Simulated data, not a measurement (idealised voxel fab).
The process module that follows is named voxel transistor to metal.
Displayed cross-section: cut, width of 185 nm, square cells sized 5 nm.
Cross-sections here: square-cell grids, written as top-down lists of bands, a band being one or more rows of cells.
Within each band entry, the heights of the top and of the bottom of the band appear first, in that order and in nm; the materials of the band then follow from left to right, each with its corresponding width in nm. The designation "all across" on a single material indicates that it fills the band from edge to edge; the designation "air" indicates empty space.
Heads up on the height convention: 0 is the point under which the incoming wafer is all one material, and the lowest band has no bottom, it just keeps going down, like "0 down".
Think of "30 to 40" as a width that walks from the first number to the second as you go down the band, top row to bottom row, taking equal-sized steps from row to row.
It should be understood that the words "same as before", when stated for a given step, signify that the cross-section underwent no change in any of its cells during that step.
Empty spaces without an open route to the top, at least 8 cells in extent, make up the entry "Entrapped voids"; each is given as width x height at distance, where the distance is measured from the left edge, and all are in nm.
The remark found on a step's line after its settings is issued by the simulator itself and pertains to that step.
The optional step-line setting "overlay nm" applies to steps with a mask and quantifies how far to the right of its planned location the mask lay, a negative value indicating leftward placement.

[Process steps foreseen in the plan]
1,RECEIVE | material Si
2,OXIDIZE | depth nm 5
3,CONFORMAL_DEP | material SiN | thk nm 10
4,MASKED_ETCH | tone cover | mask id ACTIVE | width nm 105 | etch materials SiN | depth nm 10 | overlay nm 0
5,MASKED_ETCH | tone cover | mask id ACTIVE | width nm 105 | etch materials SiO2 | depth nm 5 | overlay nm 0
6,MASKED_ETCH | tone cover | mask id ACTIVE | width nm 105 | etch materials Si | depth nm 35 | overlay nm 0
7,FILL_DEP | material SiO2 | thk nm 10
8,CMP | height nm 10
9,SELECTIVE_ETCH | etch materials SiO2 | depth nm 10
10,STRIP | etch materials SiN
11,SELECTIVE_ETCH | etch materials SiO2 | depth nm 5
12,OXIDIZE | depth nm 5
13,DIRECTIONAL_DEP | material polySi | thk nm 25
14,DIRECTIONAL_DEP | material SiCN | thk nm 10
15,MASKED_ETCH | tone cover | mask id GATE | width nm 15 | etch materials SiCN | depth nm 20 | overlay nm 0
16,MASKED_ETCH | tone cover | mask id GATE | width nm 15 | etch materials polySi | depth nm 35 | overlay nm 0
17,CONFORMAL_DEP | material SiO2 | thk nm 5
18,DIRECTIONAL_ETCH | etch materials SiO2 | depth nm 5
19,CONFORMAL_DEP | material SiN | thk nm 10
20,DIRECTIONAL_ETCH | etch materials SiN | depth nm 10
21,DIRECTIONAL_ETCH | etch materials SiO2 | depth nm 5
22,EPI | material SiGe | thk nm 5
23,FILL_DEP | material SiO2 | thk nm 10
24,CMP | height nm 30
25,DIRECTIONAL_DEP | material SiO2 | thk nm 10
26,DIRECTIONAL_DEP | material aC | thk nm 10
27,PATTERN | tone open | mask id CONTACT | material resist | width nm 35 | pitch nm 60 | thk nm 25 | overlay nm 0
28,DIRECTIONAL_ETCH | etch materials aC | depth nm 10
29,STRIP | etch materials resist
30,DIRECTIONAL_ETCH | etch materials SiO2 | depth nm 45
31,STRIP | etch materials aC
32,CONFORMAL_DEP | material TiN | thk nm 5
33,FILL_DEP | material Ru | thk nm 10
34,CMP | height nm 40
35,CONFORMAL_DEP | material SiN | thk nm 5
36,DIRECTIONAL_DEP | material SiO2 | thk nm 15
37,MASKED_ETCH | tone open | mask id METAL_1 | width nm 20 | pitch nm 75 | etch materials SiO2 | depth nm 15 | overlay nm 0
38,MASKED_ETCH | tone open | mask id METAL_1 | width nm 20 | pitch nm 75 | etch materials SiN | depth nm 5 | overlay nm 0
39,CONFORMAL_DEP | material TiN | thk nm 5
40,FILL_DEP | material Ru | thk nm 10
41,CMP | height nm 60
42,CONFORMAL_DEP | material SiCN | thk nm 5
43,DIRECTIONAL_DEP | material SiO2 | thk nm 30
44,MASKED_ETCH | tone open | mask id METAL_2 | width nm 20 | pitch nm 75 | etch materials SiO2 | depth nm 15 | overlay nm 0
45,PATTERN | tone open | mask id METAL_2_HOLES | material resist | width nm 15 | pitch nm 75 | thk nm 20 | overlay nm 0
46,DIRECTIONAL_ETCH | etch materials SiO2 | depth nm 15
47,DIRECTIONAL_ETCH | etch materials SiCN | depth nm 5
48,STRIP | etch materials resist
49,CONFORMAL_DEP | material TiN | thk nm 5
50,FILL_DEP | material Ru | thk nm 5
51,CMP | height nm 95
52,CONFORMAL_DEP | material SiN | thk nm 5

[Below: the first of two wafers, run as planned]

[Wafer cross-section on receipt, i.e. after step 1]
0 down  Si all across
Entrapped voids: none

[Step 2 done - wafer cross-section]
0 to -5  SiO2 all across
Rest of section, below -5: as before.

[Step 3 done - wafer cross-section]
10 to 0  SiN all across
Rest of section, below 0: as before.

[Step 4 done - wafer cross-section]
10 to 0  40 air, 105 SiN, 40 air
Rest of section, below 0: as before.

[Step 5 done - wafer cross-section]
10 to 0  40 air, 105 SiN, 40 air
0 to -5  40 air, 105 SiO2, 40 air
Rest of section, below -5: as before.

[Step 6 done - wafer cross-section]
10 to 0  40 air, 105 SiN, 40 air
0 to -5  40 air, 105 SiO2, 40 air
-5 to -40  40 air, 105 Si, 40 air
Rest of section, below -40: as before.

[Step 7 done - wafer cross-section]
20 to 10  SiO2 all across
10 to 0  40 SiO2, 105 SiN, 40 SiO2
0 to -5  SiO2 all across
-5 to -40  40 SiO2, 105 Si, 40 SiO2
Rest of section, below -40: as before.

[Step 8 done - wafer cross-section]
10 to 0  40 SiO2, 105 SiN, 40 SiO2
Rest of section, below 0: as before.

[Step 9 done - wafer cross-section]
10 to 0  40 air, 105 SiN, 40 air
Rest of section, below 0: as before.

[Step 10 done - wafer cross-section]
0 to -5  SiO2 all across
Rest of section, below -5: as before.

[Step 11 done - wafer cross-section]
-5 to -40  40 SiO2, 105 Si, 40 SiO2
Rest of section, below -40: as before.

[Step 12 done - wafer cross-section]
-5 to -10  SiO2 all across
Rest of section, below -10: as before.

[Step 13 done - wafer cross-section]
20 to -5  polySi all across
Rest of section, below -5: as before.

[Step 14 done - wafer cross-section]
30 to 20  SiCN all across
Rest of section, below 20: as before.

[Step 15 done - wafer cross-section]
30 to 20  85 air, 15 SiCN, 85 air
Rest of section, below 20: as before.

[Step 16 done - wafer cross-section]
30 to 20  85 air, 15 SiCN, 85 air
20 to -5  85 air, 15 polySi, 85 air
Rest of section, below -5: as before.

[Step 17 done - wafer cross-section]
35 to 30  80 air, 25 SiO2, 80 air
30 to 20  80 air, 5 SiO2, 15 SiCN, 5 SiO2, 80 air
20 to 0  80 air, 5 SiO2, 15 polySi, 5 SiO2, 80 air
0 to -5  85 SiO2, 15 polySi, 85 SiO2
Rest of section, below -5: as before.

[Step 18 done - wafer cross-section]
30 to 20  80 air, 5 SiO2, 15 SiCN, 5 SiO2, 80 air
20 to -5  80 air, 5 SiO2, 15 polySi, 5 SiO2, 80 air
Rest of section, below -5: as before.

[Step 19 done - wafer cross-section]
40 to 30  70 air, 45 SiN, 70 air
30 to 20  70 air, 10 SiN, 5 SiO2, 15 SiCN, 5 SiO2, 10 SiN, 70 air
20 to 5  70 air, 10 SiN, 5 SiO2, 15 polySi, 5 SiO2, 10 SiN, 70 air
5 to -5  80 SiN, 5 SiO2, 15 polySi, 5 SiO2, 80 SiN
Rest of section, below -5: as before.

[Step 20 done - wafer cross-section]
30 to 20  70 air, 10 SiN, 5 SiO2, 15 SiCN, 5 SiO2, 10 SiN, 70 air
20 to -5  70 air, 10 SiN, 5 SiO2, 15 polySi, 5 SiO2, 10 SiN, 70 air
Rest of section, below -5: as before.

[Step 21 done - wafer cross-section]
30 to 25  70 air, 10 SiN, 5 air, 15 SiCN, 5 air, 10 SiN, 70 air
25 to 20  70 air, 10 SiN, 5 SiO2, 15 SiCN, 5 SiO2, 10 SiN, 70 air
20 to -5  70 air, 10 SiN, 5 SiO2, 15 polySi, 5 SiO2, 10 SiN, 70 air
-5 to -10  70 air, 45 SiO2, 70 air
Rest of section, below -10: as before.

[Step 22 done - wafer cross-section]
30 to 25  70 air, 10 SiN, 5 air, 15 SiCN, 5 air, 10 SiN, 70 air
25 to 20  70 air, 10 SiN, 5 SiO2, 15 SiCN, 5 SiO2, 10 SiN, 70 air
20 to -5  70 air, 10 SiN, 5 SiO2, 15 polySi, 5 SiO2, 10 SiN, 70 air
-5 to -10  35 air, 35 SiGe, 45 SiO2, 35 SiGe, 35 air
Rest of section, below -10: as before.

[Step 23 done - wafer cross-section]
40 to 30  SiO2 all across
30 to 20  70 SiO2, 10 SiN, 5 SiO2, 15 SiCN, 5 SiO2, 10 SiN, 70 SiO2
20 to -5  70 SiO2, 10 SiN, 5 SiO2, 15 polySi, 5 SiO2, 10 SiN, 70 SiO2
-5 to -10  35 SiO2, 35 SiGe, 45 SiO2, 35 SiGe, 35 SiO2
Rest of section, below -10: as before.

[Step 24 done - wafer cross-section]
30 to 20  70 SiO2, 10 SiN, 5 SiO2, 15 SiCN, 5 SiO2, 10 SiN, 70 SiO2
Rest of section, below 20: as before.

[Step 25 done - wafer cross-section]
40 to 30  SiO2 all across
Rest of section, below 30: as before.

[Step 26 done - wafer cross-section]
50 to 40  aC all across
Rest of section, below 40: as before.

[Step 27 done - wafer cross-section]
75 to 50  45 resist, 35 air, 25 resist, 35 air, 45 resist
Rest of section, below 50: as before.

[Step 28 done - wafer cross-section]
65 to 50  45 resist, 35 air, 25 resist, 35 air, 45 resist
50 to 40  45 aC, 35 air, 25 aC, 35 air, 45 aC
Rest of section, below 40: as before.

[Step 29 done - wafer cross-section]
50 to 40  45 aC, 35 air, 25 aC, 35 air, 45 aC
Rest of section, below 40: as before.

[Step 30 done - wafer cross-section]
50 to 40  45 aC, 35 air, 25 aC, 35 air, 45 aC
40 to 30  45 SiO2, 35 air, 25 SiO2, 35 air, 45 SiO2
30 to 20  45 SiO2, 25 air, 10 SiN, 5 SiO2, 15 SiCN, 5 SiO2, 10 SiN, 25 air, 45 SiO2
20 to -5  45 SiO2, 25 air, 10 SiN, 5 SiO2, 15 polySi, 5 SiO2, 10 SiN, 25 air, 45 SiO2
Rest of section, below -5: as before.

[Step 31 done - wafer cross-section]
40 to 30  45 SiO2, 35 air, 25 SiO2, 35 air, 45 SiO2
Rest of section, below 30: as before.

[Step 32 done - wafer cross-section]
45 to 40  50 TiN, 25 air, 35 TiN, 25 air, 50 TiN
40 to 30  45 SiO2, 5 TiN, 25 to 15 air, 5 to 15 TiN, 25 SiO2, 5 to 15 TiN, 25 to 15 air, 5 TiN, 45 SiO2
30 to 20  45 SiO2, 5 TiN, 15 air, 5 TiN, 10 SiN, 5 SiO2, 15 SiCN, 5 SiO2, 10 SiN, 5 TiN, 15 air, 5 TiN, 45 SiO2
20 to 0  45 SiO2, 5 TiN, 15 air, 5 TiN, 10 SiN, 5 SiO2, 15 polySi, 5 SiO2, 10 SiN, 5 TiN, 15 air, 5 TiN, 45 SiO2
0 to -5  45 SiO2, 25 TiN, 10 SiN, 5 SiO2, 15 polySi, 5 SiO2, 10 SiN, 25 TiN, 45 SiO2
Rest of section, below -5: as before.

[Step 33 done - wafer cross-section]
55 to 45  Ru all across
45 to 40  50 TiN, 25 Ru, 35 TiN, 25 Ru, 50 TiN
40 to 30  45 SiO2, 5 TiN, 25 to 15 Ru, 5 to 15 TiN, 25 SiO2, 5 to 15 TiN, 25 to 15 Ru, 5 TiN, 45 SiO2
30 to 20  45 SiO2, 5 TiN, 15 Ru, 5 TiN, 10 SiN, 5 SiO2, 15 SiCN, 5 SiO2, 10 SiN, 5 TiN, 15 Ru, 5 TiN, 45 SiO2
20 to 0  45 SiO2, 5 TiN, 15 Ru, 5 TiN, 10 SiN, 5 SiO2, 15 polySi, 5 SiO2, 10 SiN, 5 TiN, 15 Ru, 5 TiN, 45 SiO2
Rest of section, below 0: as before.

[Step 34 done - wafer cross-section]
40 to 30  45 SiO2, 5 TiN, 25 to 15 Ru, 5 to 15 TiN, 25 SiO2, 5 to 15 TiN, 25 to 15 Ru, 5 TiN, 45 SiO2
Rest of section, below 30: as before.

[Step 35 done - wafer cross-section]
45 to 40  SiN all across
Rest of section, below 40: as before.

[Step 36 done - wafer cross-section]
60 to 45  SiO2 all across
Rest of section, below 45: as before.

[Step 37 done - wafer cross-section]
60 to 45  45 SiO2, 20 air, 55 SiO2, 20 air, 45 SiO2
Rest of section, below 45: as before.

[Step 38 done - wafer cross-section]
60 to 45  45 SiO2, 20 air, 55 SiO2, 20 air, 45 SiO2
45 to 40  45 SiN, 20 air, 55 SiN, 20 air, 45 SiN
Rest of section, below 40: as before.

[Step 39 done - wafer cross-section]
65 to 60  50 TiN, 10 air, 65 TiN, 10 air, 50 TiN
60 to 45  45 SiO2, 5 TiN, 10 air, 5 TiN, 55 SiO2, 5 TiN, 10 air, 5 TiN, 45 SiO2
45 to 40  45 SiN, 20 TiN, 55 SiN, 20 TiN, 45 SiN
Rest of section, below 40: as before.

[Step 40 done - wafer cross-section]
75 to 65  Ru all across
65 to 60  50 TiN, 10 Ru, 65 TiN, 10 Ru, 50 TiN
60 to 45  45 SiO2, 5 TiN, 10 Ru, 5 TiN, 55 SiO2, 5 TiN, 10 Ru, 5 TiN, 45 SiO2
Rest of section, below 45: as before.

[Step 41 done - wafer cross-section]
60 to 45  45 SiO2, 5 TiN, 10 Ru, 5 TiN, 55 SiO2, 5 TiN, 10 Ru, 5 TiN, 45 SiO2
Rest of section, below 45: as before.

[Step 42 done - wafer cross-section]
65 to 60  SiCN all across
Rest of section, below 60: as before.

[Step 43 done - wafer cross-section]
95 to 65  SiO2 all across
Rest of section, below 65: as before.

[Step 44 done - wafer cross-section]
95 to 80  45 SiO2, 20 air, 55 SiO2, 20 air, 45 SiO2
Rest of section, below 80: as before.

[Step 45 done - wafer cross-section]
115 to 95  45 resist, 15 air, 60 resist, 15 air, 50 resist
95 to 80  45 SiO2, 15 air, 5 resist, 55 SiO2, 15 air, 5 resist, 45 SiO2
Rest of section, below 80: as before.

[Step 46 done - wafer cross-section]
115 to 95  45 resist, 15 air, 60 resist, 15 air, 50 resist
95 to 80  45 SiO2, 15 air, 5 resist, 55 SiO2, 15 air, 5 resist, 45 SiO2
80 to 65  45 SiO2, 15 air, 60 SiO2, 15 air, 50 SiO2
Rest of section, below 65: as before.

[Step 47 done - wafer cross-section]
115 to 95  45 resist, 15 air, 60 resist, 15 air, 50 resist
95 to 80  45 SiO2, 15 air, 5 resist, 55 SiO2, 15 air, 5 resist, 45 SiO2
80 to 65  45 SiO2, 15 air, 60 SiO2, 15 air, 50 SiO2
65 to 60  45 SiCN, 15 air, 60 SiCN, 15 air, 50 SiCN
Rest of section, below 60: as before.

[Step 48 done - wafer cross-section]
95 to 80  45 SiO2, 20 air, 55 SiO2, 20 air, 45 SiO2
Rest of section, below 80: as before.

[Step 49 done - wafer cross-section]
100 to 95  50 TiN, 10 air, 65 TiN, 10 air, 50 TiN
95 to 85  45 SiO2, 5 TiN, 10 air, 5 TiN, 55 SiO2, 5 TiN, 10 air, 5 TiN, 45 SiO2
85 to 80  45 SiO2, 5 TiN, 5 air, 10 TiN, 55 SiO2, 5 TiN, 5 air, 10 TiN, 45 SiO2
80 to 65  45 SiO2, 5 TiN, 5 air, 5 TiN, 60 SiO2, 5 TiN, 5 air, 5 TiN, 50 SiO2
65 to 60  45 SiCN, 15 TiN, 60 SiCN, 15 TiN, 50 SiCN
Rest of section, below 60: as before.

[Step 50 done - wafer cross-section]
105 to 100  Ru all across
100 to 95  50 TiN, 10 Ru, 65 TiN, 10 Ru, 50 TiN
95 to 85  45 SiO2, 5 TiN, 10 Ru, 5 TiN, 55 SiO2, 5 TiN, 10 Ru, 5 TiN, 45 SiO2
85 to 80  45 SiO2, 5 TiN, 5 Ru, 10 TiN, 55 SiO2, 5 TiN, 5 Ru, 10 TiN, 45 SiO2
80 to 65  45 SiO2, 5 TiN, 5 Ru, 5 TiN, 60 SiO2, 5 TiN, 5 Ru, 5 TiN, 50 SiO2
Rest of section, below 65: as before.

[Step 51 done - wafer cross-section]
95 to 85  45 SiO2, 5 TiN, 10 Ru, 5 TiN, 55 SiO2, 5 TiN, 10 Ru, 5 TiN, 45 SiO2
Rest of section, below 85: as before.

[Step 52 done - wafer cross-section]
100 to 95  SiN all across
Rest of section, below 95: as before.

[Second wafer - shared start and plan with the first - one error in running - same as the first up to step 9 inclusive]

[Cross-section of the second wafer when, according to plan, step 10 should have finished]
10 to 0  40 air, 105 SiN, 40 air
0 to -5  45 air, 95 SiO2, 45 air
Rest of section, below -5: as before.

[Cross-section of the second wafer when, according to plan, step 11 should have finished]
0 to -5  45 air, 95 SiO2, 45 air
Rest of section, below -5: as before.

[Cross-section of the second wafer when, according to plan, step 12 should have finished]
0 to -5  45 air, 95 SiO2, 45 air
-5 to -10  50 SiO2, 85 Si, 50 SiO2
Rest of section, below -10: as before.

[Cross-section of the second wafer when, according to plan, step 13 should have finished]
25 to 20  45 air, 95 polySi, 45 air
20 to 0  polySi all across
0 to -5  45 polySi, 95 SiO2, 45 polySi
Rest of section, below -5: as before.

[Cross-section of the second wafer when, according to plan, step 14 should have finished]
35 to 30  45 air, 95 SiCN, 45 air
30 to 25  SiCN all across
25 to 20  45 SiCN, 95 polySi, 45 SiCN
Rest of section, below 20: as before.

[Cross-section of the second wafer when, according to plan, step 15 should have finished]
35 to 25  85 air, 15 SiCN, 85 air
25 to 20  45 air, 95 polySi, 45 air
Rest of section, below 20: as before.

[Cross-section of the second wafer when, according to plan, step 16 should have finished]
35 to 25  85 air, 15 SiCN, 85 air
25 to 0  85 air, 15 polySi, 85 air
0 to -5  45 air, 95 SiO2, 45 air
Rest of section, below -5: as before.

[Cross-section of the second wafer when, according to plan, step 17 should have finished]
40 to 35  80 air, 25 SiO2, 80 air
35 to 25  80 air, 5 SiO2, 15 SiCN, 5 SiO2, 80 air
25 to 5  80 air, 5 SiO2, 15 polySi, 5 SiO2, 80 air
5 to 0  40 air, 45 SiO2, 15 polySi, 45 SiO2, 40 air
0 to -5  SiO2 all across
Rest of section, below -5: as before.

[Cross-section of the second wafer when, according to plan, step 18 should have finished]
35 to 25  80 air, 5 SiO2, 15 SiCN, 5 SiO2, 80 air
25 to 0  80 air, 5 SiO2, 15 polySi, 5 SiO2, 80 air
0 to -5  40 air, 105 SiO2, 40 air
Rest of section, below -5: as before.

[Cross-section of the second wafer when, according to plan, step 19 should have finished]
45 to 35  70 air, 45 SiN, 70 air
35 to 25  70 air, 10 SiN, 5 SiO2, 15 SiCN, 5 SiO2, 10 SiN, 70 air
25 to 10  70 air, 10 SiN, 5 SiO2, 15 polySi, 5 SiO2, 10 SiN, 70 air
10 to 5  30 air, 50 SiN, 5 SiO2, 15 polySi, 5 SiO2, 50 SiN, 30 air
5 to 0  80 SiN, 5 SiO2, 15 polySi, 5 SiO2, 80 SiN
0 to -5  40 SiN, 105 SiO2, 40 SiN
Rest of section, below -5: as before.

[Cross-section of the second wafer when, according to plan, step 20 should have finished]
35 to 25  70 air, 10 SiN, 5 SiO2, 15 SiCN, 5 SiO2, 10 SiN, 70 air
25 to 0  70 air, 10 SiN, 5 SiO2, 15 polySi, 5 SiO2, 10 SiN, 70 air
0 to -5  30 air, 10 SiN, 105 SiO2, 10 SiN, 30 air
Rest of section, below -5: as before.

[Cross-section of the second wafer when, according to plan, step 21 should have finished]
35 to 30  70 air, 10 SiN, 5 air, 15 SiCN, 5 air, 10 SiN, 70 air
30 to 25  70 air, 10 SiN, 5 SiO2, 15 SiCN, 5 SiO2, 10 SiN, 70 air
25 to 0  70 air, 10 SiN, 5 SiO2, 15 polySi, 5 SiO2, 10 SiN, 70 air
0 to -5  30 air, 10 SiN, 30 air, 45 SiO2, 30 air, 10 SiN, 30 air
-5 to -10  30 air, 20 SiO2, 85 Si, 20 SiO2, 30 air
Rest of section, below -10: as before.

[Cross-section of the second wafer when, according to plan, step 22 should have finished]
35 to 30  70 air, 10 SiN, 5 air, 15 SiCN, 5 air, 10 SiN, 70 air
30 to 25  70 air, 10 SiN, 5 SiO2, 15 SiCN, 5 SiO2, 10 SiN, 70 air
25 to 0  70 air, 10 SiN, 5 SiO2, 15 polySi, 5 SiO2, 10 SiN, 70 air
0 to -5  30 air, 10 SiN, 5 air, 25 SiGe, 45 SiO2, 25 SiGe, 5 air, 10 SiN, 30 air
Rest of section, below -5: as before.

[Cross-section of the second wafer when, according to plan, step 23 should have finished]
45 to 35  SiO2 all across
35 to 25  70 SiO2, 10 SiN, 5 SiO2, 15 SiCN, 5 SiO2, 10 SiN, 70 SiO2
25 to 0  70 SiO2, 10 SiN, 5 SiO2, 15 polySi, 5 SiO2, 10 SiN, 70 SiO2
0 to -5  30 SiO2, 10 SiN, 5 SiO2, 25 SiGe, 45 SiO2, 25 SiGe, 5 SiO2, 10 SiN, 30 SiO2
-5 to -10  50 SiO2, 85 Si, 50 SiO2
Rest of section, below -10: as before.

[Cross-section of the second wafer when, according to plan, step 24 should have finished]
30 to 25  70 SiO2, 10 SiN, 5 SiO2, 15 SiCN, 5 SiO2, 10 SiN, 70 SiO2
Rest of section, below 25: as before.

[Cross-section of the second wafer when, according to plan, step 25 should have finished]
40 to 30  SiO2 all across
Rest of section, below 30: as before.

[Cross-section of the second wafer when, according to plan, step 26 should have finished]
50 to 40  aC all across
Rest of section, below 40: as before.

[Cross-section of the second wafer when, according to plan, step 27 should have finished]
75 to 50  45 resist, 35 air, 25 resist, 35 air, 45 resist
Rest of section, below 50: as before.

[Cross-section of the second wafer when, according to plan, step 28 should have finished]
65 to 50  45 resist, 35 air, 25 resist, 35 air, 45 resist
50 to 40  45 aC, 35 air, 25 aC, 35 air, 45 aC
Rest of section, below 40: as before.

[Cross-section of the second wafer when, according to plan, step 29 should have finished]
50 to 40  45 aC, 35 air, 25 aC, 35 air, 45 aC
Rest of section, below 40: as before.

[Cross-section of the second wafer when, according to plan, step 30 should have finished]
50 to 40  45 aC, 35 air, 25 aC, 35 air, 45 aC
40 to 30  45 SiO2, 35 air, 25 SiO2, 35 air, 45 SiO2
30 to 25  45 SiO2, 25 air, 10 SiN, 5 SiO2, 15 SiCN, 5 SiO2, 10 SiN, 25 air, 45 SiO2
25 to 0  45 SiO2, 25 air, 10 SiN, 5 SiO2, 15 polySi, 5 SiO2, 10 SiN, 25 air, 45 SiO2
Rest of section, below 0: as before.

[Cross-section of the second wafer when, according to plan, step 31 should have finished]
40 to 30  45 SiO2, 35 air, 25 SiO2, 35 air, 45 SiO2
Rest of section, below 30: as before.

[Cross-section of the second wafer when, according to plan, step 32 should have finished]
45 to 40  50 TiN, 25 air, 35 TiN, 25 air, 50 TiN
40 to 30  45 SiO2, 5 TiN, 25 to 15 air, 5 to 15 TiN, 25 SiO2, 5 to 15 TiN, 25 to 15 air, 5 TiN, 45 SiO2
30 to 25  45 SiO2, 5 TiN, 15 air, 5 TiN, 10 SiN, 5 SiO2, 15 SiCN, 5 SiO2, 10 SiN, 5 TiN, 15 air, 5 TiN, 45 SiO2
25 to 5  45 SiO2, 5 TiN, 15 air, 5 TiN, 10 SiN, 5 SiO2, 15 polySi, 5 SiO2, 10 SiN, 5 TiN, 15 air, 5 TiN, 45 SiO2
5 to 0  45 SiO2, 25 TiN, 10 SiN, 5 SiO2, 15 polySi, 5 SiO2, 10 SiN, 25 TiN, 45 SiO2
Rest of section, below 0: as before.

[Cross-section of the second wafer when, according to plan, step 33 should have finished]
55 to 45  Ru all across
45 to 40  50 TiN, 25 Ru, 35 TiN, 25 Ru, 50 TiN
40 to 30  45 SiO2, 5 TiN, 25 to 15 Ru, 5 to 15 TiN, 25 SiO2, 5 to 15 TiN, 25 to 15 Ru, 5 TiN, 45 SiO2
30 to 25  45 SiO2, 5 TiN, 15 Ru, 5 TiN, 10 SiN, 5 SiO2, 15 SiCN, 5 SiO2, 10 SiN, 5 TiN, 15 Ru, 5 TiN, 45 SiO2
25 to 5  45 SiO2, 5 TiN, 15 Ru, 5 TiN, 10 SiN, 5 SiO2, 15 polySi, 5 SiO2, 10 SiN, 5 TiN, 15 Ru, 5 TiN, 45 SiO2
Rest of section, below 5: as before.

[Cross-section of the second wafer when, according to plan, step 34 should have finished]
40 to 30  45 SiO2, 5 TiN, 25 to 15 Ru, 5 to 15 TiN, 25 SiO2, 5 to 15 TiN, 25 to 15 Ru, 5 TiN, 45 SiO2
Rest of section, below 30: as before.

[Cross-section of the second wafer when, according to plan, step 35 should have finished]
45 to 40  SiN all across
Rest of section, below 40: as before.

[Cross-section of the second wafer when, according to plan, step 36 should have finished]
60 to 45  SiO2 all across
Rest of section, below 45: as before.

[Cross-section of the second wafer when, according to plan, step 37 should have finished]
60 to 45  45 SiO2, 20 air, 55 SiO2, 20 air, 45 SiO2
Rest of section, below 45: as before.

[Cross-section of the second wafer when, according to plan, step 38 should have finished]
60 to 45  45 SiO2, 20 air, 55 SiO2, 20 air, 45 SiO2
45 to 40  45 SiN, 20 air, 55 SiN, 20 air, 45 SiN
Rest of section, below 40: as before.

[Cross-section of the second wafer when, according to plan, step 39 should have finished]
65 to 60  50 TiN, 10 air, 65 TiN, 10 air, 50 TiN
60 to 45  45 SiO2, 5 TiN, 10 air, 5 TiN, 55 SiO2, 5 TiN, 10 air, 5 TiN, 45 SiO2
45 to 40  45 SiN, 20 TiN, 55 SiN, 20 TiN, 45 SiN
Rest of section, below 40: as before.

[Cross-section of the second wafer when, according to plan, step 40 should have finished]
75 to 65  Ru all across
65 to 60  50 TiN, 10 Ru, 65 TiN, 10 Ru, 50 TiN
60 to 45  45 SiO2, 5 TiN, 10 Ru, 5 TiN, 55 SiO2, 5 TiN, 10 Ru, 5 TiN, 45 SiO2
Rest of section, below 45: as before.

[Cross-section of the second wafer when, according to plan, step 41 should have finished]
60 to 45  45 SiO2, 5 TiN, 10 Ru, 5 TiN, 55 SiO2, 5 TiN, 10 Ru, 5 TiN, 45 SiO2
Rest of section, below 45: as before.

[Cross-section of the second wafer when, according to plan, step 42 should have finished]
65 to 60  SiCN all across
Rest of section, below 60: as before.

[Cross-section of the second wafer when, according to plan, step 43 should have finished]
95 to 65  SiO2 all across
Rest of section, below 65: as before.

[Cross-section of the second wafer when, according to plan, step 44 should have finished]
95 to 80  45 SiO2, 20 air, 55 SiO2, 20 air, 45 SiO2
Rest of section, below 80: as before.

[Cross-section of the second wafer when, according to plan, step 45 should have finished]
115 to 95  45 resist, 15 air, 60 resist, 15 air, 50 resist
95 to 80  45 SiO2, 15 air, 5 resist, 55 SiO2, 15 air, 5 resist, 45 SiO2
Rest of section, below 80: as before.

[Cross-section of the second wafer when, according to plan, step 46 should have finished]
115 to 95  45 resist, 15 air, 60 resist, 15 air, 50 resist
95 to 80  45 SiO2, 15 air, 5 resist, 55 SiO2, 15 air, 5 resist, 45 SiO2
80 to 65  45 SiO2, 15 air, 60 SiO2, 15 air, 50 SiO2
Rest of section, below 65: as before.

[Cross-section of the second wafer when, according to plan, step 47 should have finished]
115 to 95  45 resist, 15 air, 60 resist, 15 air, 50 resist
95 to 80  45 SiO2, 15 air, 5 resist, 55 SiO2, 15 air, 5 resist, 45 SiO2
80 to 65  45 SiO2, 15 air, 60 SiO2, 15 air, 50 SiO2
65 to 60  45 SiCN, 15 air, 60 SiCN, 15 air, 50 SiCN
Rest of section, below 60: as before.

[Cross-section of the second wafer when, according to plan, step 48 should have finished]
95 to 80  45 SiO2, 20 air, 55 SiO2, 20 air, 45 SiO2
Rest of section, below 80: as before.

[Cross-section of the second wafer when, according to plan, step 49 should have finished]
100 to 95  50 TiN, 10 air, 65 TiN, 10 air, 50 TiN
95 to 85  45 SiO2, 5 TiN, 10 air, 5 TiN, 55 SiO2, 5 TiN, 10 air, 5 TiN, 45 SiO2
85 to 80  45 SiO2, 5 TiN, 5 air, 10 TiN, 55 SiO2, 5 TiN, 5 air, 10 TiN, 45 SiO2
80 to 65  45 SiO2, 5 TiN, 5 air, 5 TiN, 60 SiO2, 5 TiN, 5 air, 5 TiN, 50 SiO2
65 to 60  45 SiCN, 15 TiN, 60 SiCN, 15 TiN, 50 SiCN
Rest of section, below 60: as before.

[Cross-section of the second wafer when, according to plan, step 50 should have finished]
105 to 100  Ru all across
100 to 95  50 TiN, 10 Ru, 65 TiN, 10 Ru, 50 TiN
95 to 85  45 SiO2, 5 TiN, 10 Ru, 5 TiN, 55 SiO2, 5 TiN, 10 Ru, 5 TiN, 45 SiO2
85 to 80  45 SiO2, 5 TiN, 5 Ru, 10 TiN, 55 SiO2, 5 TiN, 5 Ru, 10 TiN, 45 SiO2
80 to 65  45 SiO2, 5 TiN, 5 Ru, 5 TiN, 60 SiO2, 5 TiN, 5 Ru, 5 TiN, 50 SiO2
Rest of section, below 65: as before.

[Cross-section of the second wafer when, according to plan, step 51 should have finished]
95 to 85  45 SiO2, 5 TiN, 10 Ru, 5 TiN, 55 SiO2, 5 TiN, 10 Ru, 5 TiN, 45 SiO2
Rest of section, below 85: as before.

[Cross-section of the second wafer when, according to plan, step 52 should have finished]
100 to 95  SiN all across
Rest of section, below 95: as before.
What broke from the plan during processing? mixed up steps 10 and 11 - ran each in the other's place
Upon completion, the second wafer contains, in terms of cells, a greater or smaller amount of certain materials than the first wafer: -6 Ru, +17 Si, -3 SiCN, -4 SiGe, -4 TiN
